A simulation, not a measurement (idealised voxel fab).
Process module, titled voxel gate over fins
Pictured: cross-section cut, 240 nm wide, on a grid of 5 nm square cells.
Cross-sections here: square-cell grids, written as top-down lists of bands, a band being one or more rows of cells.
A band entry consists of two parts. The first gives the height of the band's top and the height of its bottom, in nm. The rest lists the band's materials from left to right, each with its width in nm. A single material labelled with the word "edge to edge" fills the band from edge to edge, and the word "empty" marks empty space.
A quick word on heights: they are counted from 0, and under that level the wafer as it came to us is one material throughout. The lowest band is different from the rest in having no bottom; it simply continues downward, written as in "0 -> down".
With a width like "30->40", each row of cells in the band differs from the next by the same amount, the top row carrying the first number and the bottom row the second.
A step reported as "no change occurred" is a step in which no cell of the cross-section changed.
"Fully sealed cavities" enumerates empty spaces isolated from the top, with no open way to it, that contain at least 8 cells, giving each as width x height at distance from the left edge, all three in nm.
Past the settings on a step's line: simulator remark, on that step.
overlay nm: for a step with a mask, the amount by which the mask lay right of where it was planned; a negative amount means left of it.

Plan:
1) op RECEIVE | material Si
2) op CONFORMAL_DEP | material SiN | thk nm 10
3) op MASKED_ETCH | tone cover | mask id FINS | width nm 15 | pitch nm 50 | etch materials SiN | depth nm 10 | overlay nm 0
4) op MASKED_ETCH | tone cover | mask id FINS | width nm 15 | pitch nm 50 | etch materials Si | depth nm 40 | overlay nm 0
5) op FILL_DEP | material SiO2 | thk nm 5
6) op CMP | height nm 10
7) op MASKED_ETCH | tone open | mask id RAIL | width nm 15 | etch materials SiO2 | depth nm 45 | overlay nm 0
8) op CONFORMAL_DEP | material TiN | thk nm 5
9) op FILL_DEP | material Ru | thk nm 5
10) op CMP | height nm 10
11) op SELECTIVE_ETCH | etch materials W Ru TiN | depth nm 30
12) op FILL_DEP | material SiO2 | thk nm 5
13) op CMP | height nm 10
14) op SELECTIVE_ETCH | etch materials SiO2 | depth nm 20
15) op STRIP | etch materials SiN
16) op CONFORMAL_DEP | material HfO2 | thk nm 5
17) op CONFORMAL_DEP | material TiN | thk nm 5
18) op FILL_DEP | material W | thk nm 15
19) op CMP | height nm 20
20) op CONFORMAL_DEP | material SiN | thk nm 10

Cross-section, incoming material, after step 1:
	0 -> down = Si edge to edge
	Fully sealed cavities: none

Post-module cross-section of the first of two wafers (run per plan):
	30 -> 20 = SiN edge to edge
	20 -> 10 = W edge to edge
	10 -> 5 = W 50; TiN 35; W 15; TiN 35; W 15; TiN 35; W 55
	5 -> 0 = W 50; TiN 5; HfO2 25; TiN 5; W 15; TiN 5; HfO2 25; TiN 5; W 15; TiN 5; HfO2 25; TiN 5; W 55
	0 -> -5 = TiN 55; HfO2 5; Si 15; HfO2 5; TiN 25; HfO2 5; Si 15; HfO2 5; TiN 25; HfO2 5; Si 15; HfO2 5; TiN 60
	-5 -> -10 = HfO2 60; Si 15; HfO2 35; Si 15; HfO2 35; Si 15; HfO2 65
	-10 -> -20 = SiO2 60; Si 15; SiO2 35; Si 15; SiO2 35; Si 15; SiO2 65
	-20 -> -30 = SiO2 60; Si 15; SiO2 10; TiN 5; Ru 5; TiN 5; SiO2 10; Si 15; SiO2 35; Si 15; SiO2 65
	-30 -> -35 = SiO2 60; Si 15; SiO2 10; TiN 15; SiO2 10; Si 15; SiO2 35; Si 15; SiO2 65
	-35 -> -40 = SiO2 60; Si 15; SiO2 35; Si 15; SiO2 35; Si 15; SiO2 65
	-40 -> down = Si edge to edge
	Fully sealed cavities: none

Same start, same plan as the first wafer - but one mistake in the run. Cross-section of the second of the two at the end of the module:
	30 -> 20 = SiN edge to edge
	20 -> 10 = W edge to edge
	10 -> 5 = W 50; TiN 35; W 15; TiN 35; W 15; TiN 35; W 55
	5 -> 0 = W 50; TiN 5; HfO2 25; TiN 5; W 15; TiN 5; HfO2 25; TiN 5; W 15; TiN 5; HfO2 25; TiN 5; W 55
	0 -> -5 = TiN 55; HfO2 5; Si 15; HfO2 5; TiN 25; HfO2 5; Si 15; HfO2 5; TiN 25; HfO2 5; Si 15; HfO2 5; TiN 60
	-5 -> -10 = HfO2 60; Si 15; HfO2 35; Si 15; HfO2 35; Si 15; HfO2 65
	-10 -> -20 = SiO2 60; Si 15; SiO2 35; Si 15; SiO2 35; Si 15; SiO2 65
	-20 -> -30 = SiO2 60; Si 15; SiO2 5; TiN 5; Ru 15; TiN 5; SiO2 5; Si 15; SiO2 35; Si 15; SiO2 65
	-30 -> -35 = SiO2 60; Si 15; SiO2 5; TiN 25; SiO2 5; Si 15; SiO2 35; Si 15; SiO2 65
	-35 -> -40 = SiO2 60; Si 15; SiO2 35; Si 15; SiO2 35; Si 15; SiO2 65
	-40 -> down = Si edge to edge
	Fully sealed cavities: none
What was done differently from what was planned? so step 7 ended up running with a different setting than we planned, it ran as op MASKED_ETCH | tone open | mask id RAIL | width nm 25 | etch materials SiO2 | depth nm 45 | overlay nm 0
At the finish, the second wafer shows more or fewer cells for some materials than the first does: Ru: 4 more | SiO2: 6 fewer | TiN: 2 more
